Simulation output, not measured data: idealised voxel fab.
Presented below is a process module, voxel transistor to metal.
cross-section cut | 195 nm wide | cells 5 nm
In this document a cross-section is written as a grid of square cells. It is given as a series of bands, listed from the top down, and a band is one or more rows of cells. Heads up on the band format: heights come first, top then bottom, in nm. After that it's the materials left to right, each with its width in nm. A single material flagged "all across" fills the whole band edge to edge, and "air" means there's empty space there. The reference from which all heights are counted is 0, the level beneath which the as-received wafer is entirely one material; the lowest band, having no lower bound, proceeds downward and is written after the example "0 -> down". Read "30..40" as a graded width: first number on top, second number at the bottom, same change between each pair of neighbouring rows. "no alteration" -> step changed no cross-section cell. Heads up: "Voids lacking openings" only lists the empty pockets with no open path to the top that are 8 cells or more, and it writes them as width x height at distance, distance from the left edge, in nm. Past the settings on a step's line: simulator remark, on that step. For masked steps, "overlay nm" on the step line gives how far right of plan the mask actually lay; a minus sign means it lay to the left. Read each pair as before and after one process step. The after cross-section shows only down to the lowest band that changed. The step between them and its settings are given below the pair. Pairs can come from different runs of this module on the same starting wafer. A pair continues from the pair above only where its "Geometry before processing" entry says so.
### Geometry before processing
- 50 -> 35 = SiO2=45, then air=35, then SiO2=35, then air=35, then SiO2=45
- 35 -> 25 = SiO2=45, then air=20, then SiN=10, then SiCN=25, then SiN=10, then SiO2=5, then air=35, then SiO2=45
- 25 -> 5 = SiO2=45, then air=20, then SiN=10, then polySi=25, then SiN=10, then SiO2=5, then air=35, then SiO2=45
- 5 -> 0 = SiO2=45, then air=10, then SiGe=10, then SiN=10, then polySi=25, then SiN=10, then SiGe=10, then air=30, then SiO2=45
- 0 -> -5 = SiO2=30, then SiGe=35, then SiO2=45, then SiGe=55, then SiO2=30
- -5 -> -10 = SiO2=35, then SiGe=30, then Si=45, then SiGe=50, then SiO2=35
- -10 -> -25 = SiO2=35, then Si=125, then SiO2=35
- -25 -> down = Si all across
- Voids lacking openings: none
### After the Step
- 55 -> 50 = TiN=50, then air=25, then TiN=45, then air=25, then TiN=50
- 50 -> 40 = SiO2=45, then TiN=5, then air=25, then TiN=5, then SiO2=35, then TiN=5, then air=25, then TiN=5, then SiO2=45
- 40 -> 35 = SiO2=45, then TiN=5, then air=10, then TiN=20, then SiO2=35, then TiN=5, then air=25, then TiN=5, then SiO2=45
- 35 -> 25 = SiO2=45, then TiN=5, then air=10, then TiN=5, then SiN=10, then SiCN=25, then SiN=10, then SiO2=5, then TiN=5, then air=25, then TiN=5, then SiO2=45
- 25 -> 10 = SiO2=45, then TiN=5, then air=10, then TiN=5, then SiN=10, then polySi=25, then SiN=10, then SiO2=5, then TiN=5, then air=25, then TiN=5, then SiO2=45
- 10 -> 5 = SiO2=45, then TiN=20, then SiN=10, then polySi=25, then SiN=10, then SiO2=5, then TiN=10, then air=20, then TiN=5, then SiO2=45
- 5 -> 0 = SiO2=45, then TiN=10, then SiGe=10, then SiN=10, then polySi=25, then SiN=10, then SiGe=10, then TiN=30, then SiO2=45
- Under 0: no change, same as before.
- Voids lacking openings: none
Link between the two cross-sections above: CONFORMAL_DEP: material TiN, thk nm 5
Geometry before processing: The initial state for this step is given by the after cross-section of the immediately preceding pair.
### After the Step
- 65 -> 55 = Ru all across
- 55 -> 50 = TiN=50, then Ru=25, then TiN=45, then Ru=25, then TiN=50
- 50 -> 40 = SiO2=45, then TiN=5, then Ru=25, then TiN=5, then SiO2=35, then TiN=5, then Ru=25, then TiN=5, then SiO2=45
- 40 -> 35 = SiO2=45, then TiN=5, then Ru=10, then TiN=20, then SiO2=35, then TiN=5, then Ru=25, then TiN=5, then SiO2=45
- 35 -> 25 = SiO2=45, then TiN=5, then Ru=10, then TiN=5, then SiN=10, then SiCN=25, then SiN=10, then SiO2=5, then TiN=5, then Ru=25, then TiN=5, then SiO2=45
- 25 -> 10 = SiO2=45, then TiN=5, then Ru=10, then TiN=5, then SiN=10, then polySi=25, then SiN=10, then SiO2=5, then TiN=5, then Ru=25, then TiN=5, then SiO2=45
- 10 -> 5 = SiO2=45, then TiN=20, then SiN=10, then polySi=25, then SiN=10, then SiO2=5, then TiN=10, then Ru=20, then TiN=5, then SiO2=45
- Under 5: no change, same as before.
- Voids lacking openings: none
Link between the two cross-sections above: FILL_DEP: material Ru, thk nm 10
Geometry before processing: The initial state for this step is given by the after cross-section of the immediately preceding pair.
### After the Step
- 50 -> 40 = SiO2=45, then TiN=5, then Ru=25, then TiN=5, then SiO2=35, then TiN=5, then Ru=25, then TiN=5, then SiO2=45
- Under 40: no change, same as before.
- Voids lacking openings: none
Link between the two cross-sections above: CMP: height nm 50
Geometry before processing: The initial state for this step is given by the after cross-section of the immediately preceding pair.
### After the Step
- 55 -> 50 = SiCN all across
- Under 50: no change, same as before.
- Voids lacking openings: none
Link between the two cross-sections above: CONFORMAL_DEP: material SiCN, thk nm 5
Geometry before processing: The initial state for this step is given by the after cross-section of the immediately preceding pair.
### After the Step
- 75 -> 55 = lowk all across
- Under 55: no change, same as before.
- Voids lacking openings: none
Link between the two cross-sections above: DIRECTIONAL_DEP: material lowk, thk nm 20
Geometry before processing: The initial state for this step is given by the after cross-section of the immediately preceding pair.
### After the Step
- 75 -> 55 = lowk=45, then air=20, then lowk=65, then air=20, then lowk=45
- Under 55: no change, same as before.
- Voids lacking openings: none
Link between the two cross-sections above: MASKED_ETCH: tone open, mask id METAL_1, width nm 20, pitch nm 85, etch materials lowk, depth nm 20, overlay nm 0
Geometry before processing: The initial state for this step is given by the after cross-section of the immediately preceding pair.
### After the Step
- 75 -> 55 = lowk=45, then air=20, then lowk=65, then air=20, then lowk=45
- 55 -> 50 = SiCN=45, then air=20, then SiCN=65, then air=20, then SiCN=45
- Under 50: no change, same as before.
- Voids lacking openings: none
Link between the two cross-sections above: MASKED_ETCH: tone open, mask id METAL_1, width nm 20, pitch nm 85, etch materials SiCN, depth nm 5, overlay nm 0
Geometry before processing: The initial state for this step is given by the after cross-section of the immediately preceding pair.
### After the Step
- 80 -> 75 = TiN=50, then air=10, then TiN=75, then air=10, then TiN=50
- 75 -> 55 = lowk=45, then TiN=5, then air=10, then TiN=5, then lowk=65, then TiN=5, then air=10, then TiN=5, then lowk=45
- 55 -> 50 = SiCN=45, then TiN=20, then SiCN=65, then TiN=20, then SiCN=45
- Under 50: no change, same as before.
- Voids lacking openings: none
Link between the two cross-sections above: CONFORMAL_DEP: material TiN, thk nm 5
Geometry before processing: The initial state for this step is given by the after cross-section of the immediately preceding pair.
### After the Step
- 85 -> 80 = W all across
- 80 -> 75 = TiN=50, then W=10, then TiN=75, then W=10, then TiN=50
- 75 -> 55 = lowk=45, then TiN=5, then W=10, then TiN=5, then lowk=65, then TiN=5, then W=10, then TiN=5, then lowk=45
- Under 55: no change, same as before.
- Voids lacking openings: none
Link between the two cross-sections above: FILL_DEP: material W, thk nm 5
Geometry before processing: The initial state for this step is given by the after cross-section of the immediately preceding pair.
### After the Step
- 75 -> 55 = lowk=45, then TiN=5, then W=10, then TiN=5, then lowk=65, then TiN=5, then W=10, then TiN=5, then lowk=45
- Under 55: no change, same as before.
- Voids lacking openings: none
Link between the two cross-sections above: CMP: height nm 75
Geometry before processing: The initial state for this step is given by the after cross-section of the immediately preceding pair.
### After the Step
- 80 -> 75 = SiCN all across
- Under 75: no change, same as before.
- Voids lacking openings: none
Link between the two cross-sections above: CONFORMAL_DEP: material SiCN, thk nm 5
Geometry before processing: The initial state for this step is given by the after cross-section of the immediately preceding pair.
### After the Step
- 110 -> 80 = SiO2 all across
- Under 80: no change, same as before.
- Voids lacking openings: none
Link between the two cross-sections above: DIRECTIONAL_DEP: material SiO2, thk nm 30
Geometry before processing: The initial state for this step is given by the after cross-section of the immediately preceding pair.
### After the Step
- 125 -> 110 = resist=45, then air=20, then resist=65, then air=20, then resist=45
- Under 110: no change, same as before.
- Voids lacking openings: none
Link between the two cross-sections above: PATTERN: tone open, mask id METAL_2, material resist, width nm 20, pitch nm 85, thk nm 15, overlay nm 0
Geometry before processing: The initial state for this step is given by the after cross-section of the immediately preceding pair.
### After the Step
- 125 -> 110 = resist=45, then air=20, then resist=65, then air=20, then resist=45
- 110 -> 90 = SiO2=45, then air=20, then SiO2=65, then air=20, then SiO2=45
- Under 90: no change, same as before.
- Voids lacking openings: none
Link between the two cross-sections above: DIRECTIONAL_ETCH: etch materials SiO2, depth nm 20
Geometry before processing: The initial state for this step is given by the after cross-section of the immediately preceding pair.
### After the Step
- 110 -> 90 = SiO2=45, then air=20, then SiO2=65, then air=20, then SiO2=45
- Under 90: no change, same as before.
- Voids lacking openings: none
Link between the two cross-sections above: STRIP: etch materials resist
Geometry before processing: The initial state for this step is given by the after cross-section of the immediately preceding pair.
### After the Step
- 110 -> 90 = SiO2=45, then air=20, then SiO2=65, then air=20, then SiO2=45
- 90 -> 80 = SiO2=45, then air=15, then SiO2=70, then air=15, then SiO2=50
- Under 80: no change, same as before.
- Voids lacking openings: none
Link between the two cross-sections above: MASKED_ETCH: tone open, mask id METAL_2_HOLES, width nm 15, pitch nm 85, etch materials SiO2, depth nm 10, overlay nm 0
Geometry before processing: The initial state for this step is given by the after cross-section of the immediately preceding pair.
### After the Step
- 110 -> 90 = SiO2=45, then air=20, then SiO2=65, then air=20, then SiO2=45
- 90 -> 80 = SiO2=45, then air=15, then SiO2=70, then air=15, then SiO2=50
- 80 -> 75 = SiCN=45, then air=15, then SiCN=70, then air=15, then SiCN=50
- Under 75: no change, same as before.
- Voids lacking openings: none
Link between the two cross-sections above: MASKED_ETCH: tone open, mask id METAL_2_HOLES, width nm 15, pitch nm 85, etch materials SiCN, depth nm 5, overlay nm 0
Geometry before processing: The initial state for this step is given by the after cross-section of the immediately preceding pair.
### After the Step
- 115 -> 110 = TiN=50, then air=10, then TiN=75, then air=10, then TiN=50
- 110 -> 95 = SiO2=45, then TiN=5, then air=10, then TiN=5, then SiO2=65, then TiN=5, then air=10, then TiN=5, then SiO2=45
- 95 -> 90 = SiO2=45, then TiN=5, then air=5, then TiN=10, then SiO2=65, then TiN=5, then air=5, then TiN=10, then SiO2=45
- 90 -> 80 = SiO2=45, then TiN=5, then air=5, then TiN=5, then SiO2=70, then TiN=5, then air=5, then TiN=5, then SiO2=50
- 80 -> 75 = SiCN=45, then TiN=15, then SiCN=70, then TiN=15, then SiCN=50
- Under 75: no change, same as before.
- Voids lacking openings: none
Link between the two cross-sections above: CONFORMAL_DEP: material TiN, thk nm 5
Geometry before processing: The initial state for this step is given by the after cross-section of the immediately preceding pair.
### After the Step
- 125 -> 115 = Cu all across
- 115 -> 110 = TiN=50, then Cu=10, then TiN=75, then Cu=10, then TiN=50
- 110 -> 95 = SiO2=45, then TiN=5, then Cu=10, then TiN=5, then SiO2=65, then TiN=5, then Cu=10, then TiN=5, then SiO2=45
- 95 -> 90 = SiO2=45, then TiN=5, then Cu=5, then TiN=10, then SiO2=65, then TiN=5, then Cu=5, then TiN=10, then SiO2=45
- 90 -> 80 = SiO2=45, then TiN=5, then Cu=5, then TiN=5, then SiO2=70, then TiN=5, then Cu=5, then TiN=5, then SiO2=50
- Under 80: no change, same as before.
- Voids lacking openings: none
Link between the two cross-sections above: FILL_DEP: material Cu, thk nm 10
Geometry before processing: The initial state for this step is given by the after cross-section of the immediately preceding pair.
### After the Step
- 110 -> 95 = SiO2=45, then TiN=5, then Cu=10, then TiN=5, then SiO2=65, then TiN=5, then Cu=10, then TiN=5, then SiO2=45
- Under 95: no change, same as before.
- Voids lacking openings: none
Link between the two cross-sections above: CMP: height nm 110
Geometry before processing: The initial state for this step is given by the after cross-section of the immediately preceding pair.
### After the Step
- 115 -> 110 = SiN all across
- Under 110: no change, same as before.
- Voids lacking openings: none
Link between the two cross-sections above: CONFORMAL_DEP: material SiN, thk nm 5
### Geometry before processing
- 0 -> -5 = SiO2 all across
- -5 -> -25 = SiO2=35, then Si=125, then SiO2=35
- -25 -> down = Si all across
- Voids lacking openings: none
### After the Step
- 25 -> 0 = SiN all across
- Under 0: no change, same as before.
- Voids lacking openings: none
Link between the two cross-sections above: DIRECTIONAL_DEP: material SiN, thk nm 25
Geometry before processing: The initial state for this step is given by the after cross-section of the immediately preceding pair.
### After the Step
- 35 -> 25 = SiCN all across
- Under 25: no change, same as before.
- Voids lacking openings: none
Link between the two cross-sections above: DIRECTIONAL_DEP: material SiCN, thk nm 10
Geometry before processing: The initial state for this step is given by the after cross-section of the immediately preceding pair.
### After the Step
- 50 -> 35 = air=85, then resist=25, then air=85
- Under 35: no change, same as before.
- Voids lacking openings: none
Link between the two cross-sections above: PATTERN: tone cover, mask id GATE, material resist, width nm 25, thk nm 15, overlay nm 0
Geometry before processing: The initial state for this step is given by the after cross-section of the immediately preceding pair.
### After the Step
- 50 -> 35 = air=85, then resist=25, then air=85
- 35 -> 25 = air=85, then SiCN=25, then air=85
- Under 25: no change, same as before.
- Voids lacking openings: none
Link between the two cross-sections above: DIRECTIONAL_ETCH: etch materials SiCN, depth nm 20
Geometry before processing: The initial state for this step is given by the after cross-section of the immediately preceding pair.
### After the Step
- 35 -> 25 = air=85, then SiCN=25, then air=85
- Under 25: no change, same as before.
- Voids lacking openings: none
Link between the two cross-sections above: STRIP: etch materials resist
Geometry before processing: The initial state for this step is given by the after cross-section of the immediately preceding pair.
### After the Step
- 45 -> 35 = air=75, then SiN=45, then air=75
- 35 -> 25 = SiN=85, then SiCN=25, then SiN=85
- Under 25: no change, same as before.
- Voids lacking openings: none
Link between the two cross-sections above: CONFORMAL_DEP: material SiN, thk nm 10
Geometry before processing: The initial state for this step is given by the after cross-section of the immediately preceding pair.
### After the Step
- 35 -> 25 = air=75, then SiN=10, then SiCN=25, then SiN=10, then air=75
- Under 25: no change, same as before.
- Voids lacking openings: none
Link between the two cross-sections above: DIRECTIONAL_ETCH: etch materials SiN, depth nm 10
Geometry before processing: The initial state for this step is given by the after cross-section of the immediately preceding pair.
### After the Step
- 45 -> 35 = SiO2 all across
- 35 -> 25 = SiO2=75, then SiN=10, then SiCN=25, then SiN=10, then SiO2=75
- Under 25: no change, same as before.
- Voids lacking openings: none
Link between the two cross-sections above: FILL_DEP: material SiO2, thk nm 10
Geometry before processing: The initial state for this step is given by the after cross-section of the immediately preceding pair.
### After the Step
- 35 -> 25 = SiO2=75, then SiN=10, then SiCN=25, then SiN=10, then SiO2=75
- Under 25: no change, same as before.
- Voids lacking openings: none
Link between the two cross-sections above: CMP: height nm 35
Geometry before processing: The initial state for this step is given by the after cross-section of the immediately preceding pair.
### After the Step
- 50 -> 35 = SiO2 all across
- Under 35: no change, same as before.
- Voids lacking openings: none
Link between the two cross-sections above: DIRECTIONAL_DEP: material SiO2, thk nm 15
Geometry before processing: The initial state for this step is given by the after cross-section of the immediately preceding pair.
### After the Step
- 65 -> 50 = aC all across
- Under 50: no change, same as before.
- Voids lacking openings: none
Link between the two cross-sections above: DIRECTIONAL_DEP: material aC, thk nm 15
Geometry before processing: The initial state for this step is given by the after cross-section of the immediately preceding pair.
### After the Step
- 95 -> 65 = resist=45, then air=35, then resist=35, then air=35, then resist=45
- Under 65: no change, same as before.
- Voids lacking openings: none
Link between the two cross-sections above: PATTERN: tone open, mask id CONTACT, material resist, width nm 35, pitch nm 70, thk nm 30, overlay nm 0
Geometry before processing: The initial state for this step is given by the after cross-section of the immediately preceding pair.
### After the Step
- 80 -> 65 = resist=45, then air=35, then resist=35, then air=35, then resist=45
- 65 -> 50 = aC=45, then air=35, then aC=35, then air=35, then aC=45
- Under 50: no change, same as before.
- Voids lacking openings: none
Link between the two cross-sections above: DIRECTIONAL_ETCH: etch materials aC, depth nm 15
Geometry before processing: The initial state for this step is given by the after cross-section of the immediately preceding pair.
### After the Step
- 65 -> 50 = aC=45, then air=35, then aC=35, then air=35, then aC=45
- Under 50: no change, same as before.
- Voids lacking openings: none
Link between the two cross-sections above: STRIP: etch materials resist
Geometry before processing: The initial state for this step is given by the after cross-section of the immediately preceding pair.
### After the Step
- 65 -> 50 = aC=45, then air=35, then aC=35, then air=35, then aC=45
- 50 -> 35 = SiO2=45, then air=35, then SiO2=35, then air=35, then SiO2=45
- 35 -> 25 = SiO2=45, then air=30, then SiN=10, then SiCN=25, then SiN=10, then air=30, then SiO2=45
- Under 25: no change, same as before.
- Voids lacking openings: none
Link between the two cross-sections above: DIRECTIONAL_ETCH: etch materials SiO2, depth nm 50
Geometry before processing: The initial state for this step is given by the after cross-section of the immediately preceding pair.
### After the Step
- 50 -> 35 = SiO2=45, then air=35, then SiO2=35, then air=35, then SiO2=45
- Under 35: no change, same as before.
- Voids lacking openings: none
Link between the two cross-sections above: STRIP: etch materials aC
Geometry before processing: The initial state for this step is given by the after cross-section of the immediately preceding pair.
### After the Step
- 55 -> 50 = TiN=50, then air=25, then TiN=45, then air=25, then TiN=50
- 50 -> 40 = SiO2=45, then TiN=5, then air=25, then TiN=5, then SiO2=35, then TiN=5, then air=25, then TiN=5, then SiO2=45
- 40 -> 35 = SiO2=45, then TiN=5, then air=20, then TiN=10, then SiO2=35, then TiN=10, then air=20, then TiN=5, then SiO2=45
- 35 -> 30 = SiO2=45, then TiN=5, then air=20, then TiN=5, then SiN=10, then SiCN=25, then SiN=10, then TiN=5, then air=20, then TiN=5, then SiO2=45
- 30 -> 25 = SiO2=45, then TiN=30, then SiN=10, then SiCN=25, then SiN=10, then TiN=30, then SiO2=45
- Under 25: no change, same as before.
- Voids lacking openings: none
Link between the two cross-sections above: CONFORMAL_DEP: material TiN, thk nm 5
Geometry before processing: The initial state for this step is given by the after cross-section of the immediately preceding pair.
### After the Step
- 65 -> 55 = Ru all across
- 55 -> 50 = TiN=50, then Ru=25, then TiN=45, then Ru=25, then TiN=50
- 50 -> 40 = SiO2=45, then TiN=5, then Ru=25, then TiN=5, then SiO2=35, then TiN=5, then Ru=25, then TiN=5, then SiO2=45
- 40 -> 35 = SiO2=45, then TiN=5, then Ru=20, then TiN=10, then SiO2=35, then TiN=10, then Ru=20, then TiN=5, then SiO2=45
- 35 -> 30 = SiO2=45, then TiN=5, then Ru=20, then TiN=5, then SiN=10, then SiCN=25, then SiN=10, then TiN=5, then Ru=20, then TiN=5, then SiO2=45
- Under 30: no change, same as before.
- Voids lacking openings: none
Link between the two cross-sections above: FILL_DEP: material Ru, thk nm 10
Geometry before processing: The initial state for this step is given by the after cross-section of the immediately preceding pair.
### After the Step
- 50 -> 40 = SiO2=45, then TiN=5, then Ru=25, then TiN=5, then SiO2=35, then TiN=5, then Ru=25, then TiN=5, then SiO2=45
- Under 40: no change, same as before.
- Voids lacking openings: none
Link between the two cross-sections above: CMP: height nm 50
Geometry before processing: The initial state for this step is given by the after cross-section of the immediately preceding pair.
### After the Step
- 55 -> 50 = SiCN all across
- Under 50: no change, same as before.
- Voids lacking openings: none
Link between the two cross-sections above: CONFORMAL_DEP: material SiCN, thk nm 5
Geometry before processing: The initial state for this step is given by the after cross-section of the immediately preceding pair.
### After the Step
- 75 -> 55 = lowk all across
- Under 55: no change, same as before.
- Voids lacking openings: none
Link between the two cross-sections above: DIRECTIONAL_DEP: material lowk, thk nm 20
Geometry before processing: The initial state for this step is given by the after cross-section of the immediately preceding pair.
### After the Step
- 75 -> 55 = lowk=45, then air=20, then lowk=65, then air=20, then lowk=45
- Under 55: no change, same as before.
- Voids lacking openings: none
Link between the two cross-sections above: MASKED_ETCH: tone open, mask id METAL_1, width nm 20, pitch nm 85, etch materials lowk, depth nm 20, overlay nm 0
Geometry before processing: The initial state for this step is given by the after cross-section of the immediately preceding pair.
### After the Step
- 75 -> 55 = lowk=45, then air=20, then lowk=65, then air=20, then lowk=45
- 55 -> 50 = SiCN=45, then air=20, then SiCN=65, then air=20, then SiCN=45
- Under 50: no change, same as before.
- Voids lacking openings: none
Link between the two cross-sections above: MASKED_ETCH: tone open, mask id METAL_1, width nm 20, pitch nm 85, etch materials SiCN, depth nm 5, overlay nm 0
Geometry before processing: The initial state for this step is given by the after cross-section of the immediately preceding pair.
### After the Step
- 80 -> 75 = TiN=50, then air=10, then TiN=75, then air=10, then TiN=50
- 75 -> 55 = lowk=45, then TiN=5, then air=10, then TiN=5, then lowk=65, then TiN=5, then air=10, then TiN=5, then lowk=45
- 55 -> 50 = SiCN=45, then TiN=20, then SiCN=65, then TiN=20, then SiCN=45
- Under 50: no change, same as before.
- Voids lacking openings: none
Link between the two cross-sections above: CONFORMAL_DEP: material TiN, thk nm 5
Geometry before processing: The initial state for this step is given by the after cross-section of the immediately preceding pair.
### After the Step
- 85 -> 80 = W all across
- 80 -> 75 = TiN=50, then W=10, then TiN=75, then W=10, then TiN=50
- 75 -> 55 = lowk=45, then TiN=5, then W=10, then TiN=5, then lowk=65, then TiN=5, then W=10, then TiN=5, then lowk=45
- Under 55: no change, same as before.
- Voids lacking openings: none
Link between the two cross-sections above: FILL_DEP: material W, thk nm 5
Geometry before processing: The initial state for this step is given by the after cross-section of the immediately preceding pair.
### After the Step
- 75 -> 55 = lowk=45, then TiN=5, then W=10, then TiN=5, then lowk=65, then TiN=5, then W=10, then TiN=5, then lowk=45
- Under 55: no change, same as before.
- Voids lacking openings: none
Link between the two cross-sections above: CMP: height nm 75
Geometry before processing: The initial state for this step is given by the after cross-section of the immediately preceding pair.
### After the Step
- 80 -> 75 = SiCN all across
- Under 75: no change, same as before.
- Voids lacking openings: none
Link between the two cross-sections above: CONFORMAL_DEP: material SiCN, thk nm 5
Geometry before processing: The initial state for this step is given by the after cross-section of the immediately preceding pair.
### After the Step
- 110 -> 80 = SiO2 all across
- Under 80: no change, same as before.
- Voids lacking openings: none
Link between the two cross-sections above: DIRECTIONAL_DEP: material SiO2, thk nm 30
Geometry before processing: The initial state for this step is given by the after cross-section of the immediately preceding pair.
### After the Step
- 125 -> 110 = resist=45, then air=20, then resist=65, then air=20, then resist=45
- Under 110: no change, same as before.
- Voids lacking openings: none
Link between the two cross-sections above: PATTERN: tone open, mask id METAL_2, material resist, width nm 20, pitch nm 85, thk nm 15, overlay nm 0
Geometry before processing: The initial state for this step is given by the after cross-section of the immediately preceding pair.
### After the Step
- 125 -> 110 = resist=45, then air=20, then resist=65, then air=20, then resist=45
- 110 -> 90 = SiO2=45, then air=20, then SiO2=65, then air=20, then SiO2=45
- Under 90: no change, same as before.
- Voids lacking openings: none
Link between the two cross-sections above: DIRECTIONAL_ETCH: etch materials SiO2, depth nm 20
Geometry before processing: The initial state for this step is given by the after cross-section of the immediately preceding pair.
### After the Step
- 110 -> 90 = SiO2=45, then air=20, then SiO2=65, then air=20, then SiO2=45
- Under 90: no change, same as before.
- Voids lacking openings: none
Link between the two cross-sections above: STRIP: etch materials resist
Geometry before processing: The initial state for this step is given by the after cross-section of the immediately preceding pair.
### After the Step
- 110 -> 90 = SiO2=45, then air=20, then SiO2=65, then air=20, then SiO2=45
- 90 -> 80 = SiO2=45, then air=15, then SiO2=70, then air=15, then SiO2=50
- Under 80: no change, same as before.
- Voids lacking openings: none
Link between the two cross-sections above: MASKED_ETCH: tone open, mask id METAL_2_HOLES, width nm 15, pitch nm 85, etch materials SiO2, depth nm 10, overlay nm 0
Geometry before processing: The initial state for this step is given by the after cross-section of the immediately preceding pair.
### After the Step
- 110 -> 90 = SiO2=45, then air=20, then SiO2=65, then air=20, then SiO2=45
- 90 -> 80 = SiO2=45, then air=15, then SiO2=70, then air=15, then SiO2=50
- 80 -> 75 = SiCN=45, then air=15, then SiCN=70, then air=15, then SiCN=50
- Under 75: no change, same as before.
- Voids lacking openings: none
Link between the two cross-sections above: MASKED_ETCH: tone open, mask id METAL_2_HOLES, width nm 15, pitch nm 85, etch materials SiCN, depth nm 5, overlay nm 0
Geometry before processing: The initial state for this step is given by the after cross-section of the immediately preceding pair.
### After the Step
- 115 -> 110 = TiN=50, then air=10, then TiN=75, then air=10, then TiN=50
- 110 -> 95 = SiO2=45, then TiN=5, then air=10, then TiN=5, then SiO2=65, then TiN=5, then air=10, then TiN=5, then SiO2=45
- 95 -> 90 = SiO2=45, then TiN=5, then air=5, then TiN=10, then SiO2=65, then TiN=5, then air=5, then TiN=10, then SiO2=45
- 90 -> 80 = SiO2=45, then TiN=5, then air=5, then TiN=5, then SiO2=70, then TiN=5, then air=5, then TiN=5, then SiO2=50
- 80 -> 75 = SiCN=45, then TiN=15, then SiCN=70, then TiN=15, then SiCN=50
- Under 75: no change, same as before.
- Voids lacking openings: none
Link between the two cross-sections above: CONFORMAL_DEP: material TiN, thk nm 5
Geometry before processing: The initial state for this step is given by the after cross-section of the immediately preceding pair.
### After the Step
- 125 -> 115 = Cu all across
- 115 -> 110 = TiN=50, then Cu=10, then TiN=75, then Cu=10, then TiN=50
- 110 -> 95 = SiO2=45, then TiN=5, then Cu=10, then TiN=5, then SiO2=65, then TiN=5, then Cu=10, then TiN=5, then SiO2=45
- 95 -> 90 = SiO2=45, then TiN=5, then Cu=5, then TiN=10, then SiO2=65, then TiN=5, then Cu=5, then TiN=10, then SiO2=45
- 90 -> 80 = SiO2=45, then TiN=5, then Cu=5, then TiN=5, then SiO2=70, then TiN=5, then Cu=5, then TiN=5, then SiO2=50
- Under 80: no change, same as before.
- Voids lacking openings: none
Link between the two cross-sections above: FILL_DEP: material Cu, thk nm 10
Geometry before processing: The initial state for this step is given by the after cross-section of the immediately preceding pair.
### After the Step
- 110 -> 95 = SiO2=45, then TiN=5, then Cu=10, then TiN=5, then SiO2=65, then TiN=5, then Cu=10, then TiN=5, then SiO2=45
- Under 95: no change, same as before.
- Voids lacking openings: none
Link between the two cross-sections above: CMP: height nm 110
Geometry before processing: The initial state for this step is given by the after cross-section of the immediately preceding pair.
### After the Step
- 115 -> 110 = SiN all across
- Under 110: no change, same as before.
- Voids lacking openings: none
Link between the two cross-sections above: CONFORMAL_DEP: material SiN, thk nm 5
### Geometry before processing
- 110 -> 80 = SiO2 all across
- 80 -> 75 = SiCN all across
- 75 -> 55 = lowk=45, then TiN=5, then W=10, then TiN=5, then lowk=65, then TiN=5, then W=10, then TiN=5, then lowk=45
- 55 -> 50 = SiCN=45, then TiN=20, then SiCN=65, then TiN=20, then SiCN=45
- 50 -> 40 = SiO2=45, then TiN=5, then Ru=25, then TiN=5, then SiO2=35, then TiN=5, then Ru=25, then TiN=5, then SiO2=45
- 40 -> 35 = SiO2=45, then TiN=5, then Ru=20, then TiN=10, then SiO2=35, then TiN=10, then Ru=20, then TiN=5, then SiO2=45
- 35 -> 25 = SiO2=45, then TiN=5, then Ru=20, then TiN=5, then SiN=10, then SiCN=25, then SiN=10, then TiN=5, then Ru=20, then TiN=5, then SiO2=45
- 25 -> 10 = SiO2=45, then TiN=5, then Ru=20, then TiN=5, then SiN=10, then polySi=25, then SiN=10, then TiN=5, then Ru=20, then TiN=5, then SiO2=45
- 10 -> 5 = SiO2=45, then TiN=5, then Ru=10, then TiN=15, then SiN=10, then polySi=25, then SiN=10, then TiN=15, then Ru=10, then TiN=5, then SiO2=45
- 5 -> 0 = SiO2=45, then TiN=20, then SiGe=10, then SiN=10, then polySi=25, then SiN=10, then SiGe=10, then TiN=20, then SiO2=45
- 0 -> -5 = SiO2=30, then SiGe=45, then SiO2=45, then SiGe=45, then SiO2=30
- -5 -> -10 = SiO2=35, then SiGe=40, then Si=45, then SiGe=40, then SiO2=35
- -10 -> -25 = SiO2=35, then Si=125, then SiO2=35
- -25 -> down = Si all across
- Voids lacking openings: none
### After the Step
- 125 -> 110 = air=45, then resist=20, then air=65, then resist=20, then air=45
- Under 110: no change, same as before.
- Voids lacking openings: none
Link between the two cross-sections above: PATTERN: tone cover, mask id METAL_2, material resist, width nm 20, pitch nm 85, thk nm 15, overlay nm 0
Geometry before processing: The initial state for this step is given by the after cross-section of the immediately preceding pair.
### After the Step
- 125 -> 110 = air=45, then resist=20, then air=65, then resist=20, then air=45
- 110 -> 90 = air=45, then SiO2=20, then air=65, then SiO2=20, then air=45
- Under 90: no change, same as before.
- Voids lacking openings: none
Link between the two cross-sections above: DIRECTIONAL_ETCH: etch materials SiO2, depth nm 20
Geometry before processing: The initial state for this step is given by the after cross-section of the immediately preceding pair.
### After the Step
- 110 -> 90 = air=45, then SiO2=20, then air=65, then SiO2=20, then air=45
- Under 90: no change, same as before.
- Voids lacking openings: none
Link between the two cross-sections above: STRIP: etch materials resist
Geometry before processing: The initial state for this step is given by the after cross-section of the immediately preceding pair.
### After the Step
- 110 -> 100 = air=60, then SiO2=5, then air=80, then SiO2=5, then air=45
- Under 100: no change, same as before.
- Voids lacking openings: none
Link between the two cross-sections above: MASKED_ETCH: tone open, mask id METAL_2_HOLES, width nm 15, pitch nm 85, etch materials SiO2, depth nm 10, overlay nm 0
Geometry before processing: The initial state for this step is given by the after cross-section of the immediately preceding pair.
### After the Step
- 115 -> 110 = air=55, then TiN=15, then air=70, then TiN=15, then air=40
- 110 -> 100 = air=55..40, then TiN=5..20, then SiO2=5, then TiN=5, then air=70..55, then TiN=5..20, then SiO2=5, then TiN=5, then air=40
- 100 -> 95 = air=40, then TiN=5, then SiO2=20, then TiN=5, then air=55, then TiN=5, then SiO2=20, then TiN=5, then air=40
- 95 -> 90 = TiN=45, then SiO2=20, then TiN=65, then SiO2=20, then TiN=45
- Under 90: no change, same as before.
- Voids lacking openings: none
Link between the two cross-sections above: CONFORMAL_DEP: material TiN, thk nm 5
Geometry before processing: The initial state for this step is given by the after cross-section of the immediately preceding pair.
### After the Step
- 125 -> 115 = Cu all across
- 115 -> 110 = Cu=55, then TiN=15, then Cu=70, then TiN=15, then Cu=40
- 110 -> 100 = Cu=55..40, then TiN=5..20, then SiO2=5, then TiN=5, then Cu=70..55, then TiN=5..20, then SiO2=5, then TiN=5, then Cu=40
- 100 -> 95 = Cu=40, then TiN=5, then SiO2=20, then TiN=5, then Cu=55, then TiN=5, then SiO2=20, then TiN=5, then Cu=40
- Under 95: no change, same as before.
- Voids lacking openings: none
Link between the two cross-sections above: FILL_DEP: material Cu, thk nm 10
Geometry before processing: The initial state for this step is given by the after cross-section of the immediately preceding pair.
### After the Step
- 110 -> 100 = Cu=55..40, then TiN=5..20, then SiO2=5, then TiN=5, then Cu=70..55, then TiN=5..20, then SiO2=5, then TiN=5, then Cu=40
- Under 100: no change, same as before.
- Voids lacking openings: none
Link between the two cross-sections above: CMP: height nm 110
